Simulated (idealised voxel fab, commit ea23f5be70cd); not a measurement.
process module | voxel wiring stack
cross-section cut | 240 nm wide | cells 5 nm
A cross-section is a grid of square cells, given in bands from the top down. A band is one or more rows of cells.
Each band's line starts with the height of the band's top and of its bottom, in nm. Then come its materials from left to right, each with its width in nm. One material with "throughout" fills the band from edge to edge. "air" is empty space.
Height 0 is the level under which the wafer as received is all one material. The lowest band goes on downwards, as in "0 down".
A width such as "30 to 40" changes by the same amount from each row of cells to the next, from the band's top row to its bottom row.
"no change" after a step means that no cell of the cross-section changed.
closed voids: empty space of 8 cells or more with no open way to the top, each as width x height at its distance from the left edge, in nm
after a step's settings: what the simulator itself notes on the step
overlay nm, on a step with a mask: how far to the right of its planned place the mask lay; to the left if negative
plan
1 op RECEIVE | material Si
2 op CONFORMAL_DEP | material SiO2 | thk nm 10
3 op CONFORMAL_DEP | material SiN | thk nm 5
4 op DIRECTIONAL_DEP | material lowk | thk nm 15
5 op DIRECTIONAL_DEP | material aC | thk nm 15
6 op PATTERN | tone open | mask id METAL_1 | material resist | width nm 30 | pitch nm 45 | thk nm 35 | overlay nm 0
7 op DIRECTIONAL_ETCH | etch materials aC | depth nm 15
8 op STRIP | etch materials resist
9 op DIRECTIONAL_ETCH | etch materials lowk | depth nm 15
10 op DIRECTIONAL_ETCH | etch materials SiN | depth nm 5
11 op STRIP | etch materials aC
12 op CONFORMAL_DEP | material TiN | thk nm 5
13 op FILL_DEP | material W | thk nm 10
14 op CMP | height nm 30
15 op EPI | material Ru | thk nm 5
16 op FILL_DEP | material SiCN | thk nm 5
17 op DIRECTIONAL_DEP | material SiO2 | thk nm 10
18 op DIRECTIONAL_DEP | material aC | thk nm 15
19 op PATTERN | tone open | mask id PLUG_1 | material resist | width nm 15 | pitch nm 45 | thk nm 30 | overlay nm 0
20 op DIRECTIONAL_ETCH | etch materials aC | depth nm 15
21 op STRIP | etch materials resist
22 op DIRECTIONAL_ETCH | etch materials SiO2 | depth nm 10
23 op DIRECTIONAL_ETCH | etch materials SiCN | depth nm 5
24 op STRIP | etch materials aC
25 op EPI | material Ru | thk nm 10
26 op EPI | material Ru | thk nm 5
27 op CONFORMAL_DEP | material SiN | thk nm 5
28 op DIRECTIONAL_DEP | material lowk | thk nm 25
29 op DIRECTIONAL_DEP | material aC | thk nm 10
30 op PATTERN | tone open | mask id METAL_2 | material resist | width nm 30 | pitch nm 45 | thk nm 25 | overlay nm 0
31 op DIRECTIONAL_ETCH | etch materials aC | depth nm 10
32 op STRIP | etch materials resist
33 op DIRECTIONAL_ETCH | etch materials lowk | depth nm 25
34 op DIRECTIONAL_ETCH | etch materials SiN | depth nm 5
35 op STRIP | etch materials aC
36 op CONFORMAL_DEP | material TiN | thk nm 5
37 op FILL_DEP | material W | thk nm 10
38 op CMP | height nm 80
39 op CONFORMAL_DEP | material SiCN | thk nm 5
as received, after step 1
  0 down: Si throughout
  closed voids: none
first wafer at the end, as planned
  85 to 80: SiCN throughout
  80 to 55: lowk 80 | TiN 5 | W 20 | TiN 5 | lowk 15 | TiN 5 | W 20 | TiN 5 | lowk 85
  55 to 50: SiN 80 | TiN 30 | SiN 15 | TiN 30 | SiN 85
  50 to 40: SiO2 80 | Ru 15 | SiO2 30 | Ru 15 | SiO2 100
  40 to 30: SiCN 80 to 75 | Ru 15 to 40 | SiCN 30 to 5 | Ru 15 to 40 | SiCN 100 to 80
  30 to 15: lowk 80 | TiN 5 | W 20 | TiN 5 | lowk 15 | TiN 5 | W 20 | TiN 5 | lowk 85
  15 to 10: SiN 80 | TiN 30 | SiN 15 | TiN 30 | SiN 85
  10 to 0: SiO2 throughout
  0 down: Si throughout
  closed voids: none
second wafer at the end: like start, like plan, one mistake
  85 to 80: SiCN throughout
  80 to 55: lowk 80 | TiN 5 | W 20 | TiN 5 | lowk 15 | TiN 5 | W 20 | TiN 5 | lowk 85
  55 to 50: SiN 80 | TiN 30 | SiN 15 | TiN 30 | SiN 85
  50 to 40: SiO2 80 | Ru 15 | SiO2 30 | Ru 15 | SiO2 100
  40 to 35: SiCN 80 | Ru 15 | SiCN 30 | Ru 15 | SiCN 100
  35 to 30: Ru throughout
  30 to 25: TiN 85 | W 20 | TiN 25 | W 20 | TiN 90
  25 to 10: lowk 80 | TiN 5 | W 20 | TiN 5 | lowk 15 | TiN 5 | W 20 | TiN 5 | lowk 85
  10 to 5: SiN 80 | TiN 30 | SiN 15 | TiN 30 | SiN 85
  5 to 0: SiO2 throughout
  0 down: Si throughout
  closed voids: none
what went wrong: step 2 ran as: op CONFORMAL_DEP | material SiO2 | thk nm 5
at the end the second wafer has, in cells: 32 more of Ru | 32 fewer of SiCN | 48 fewer of SiO2 | 40 more of TiN | 8 more of W
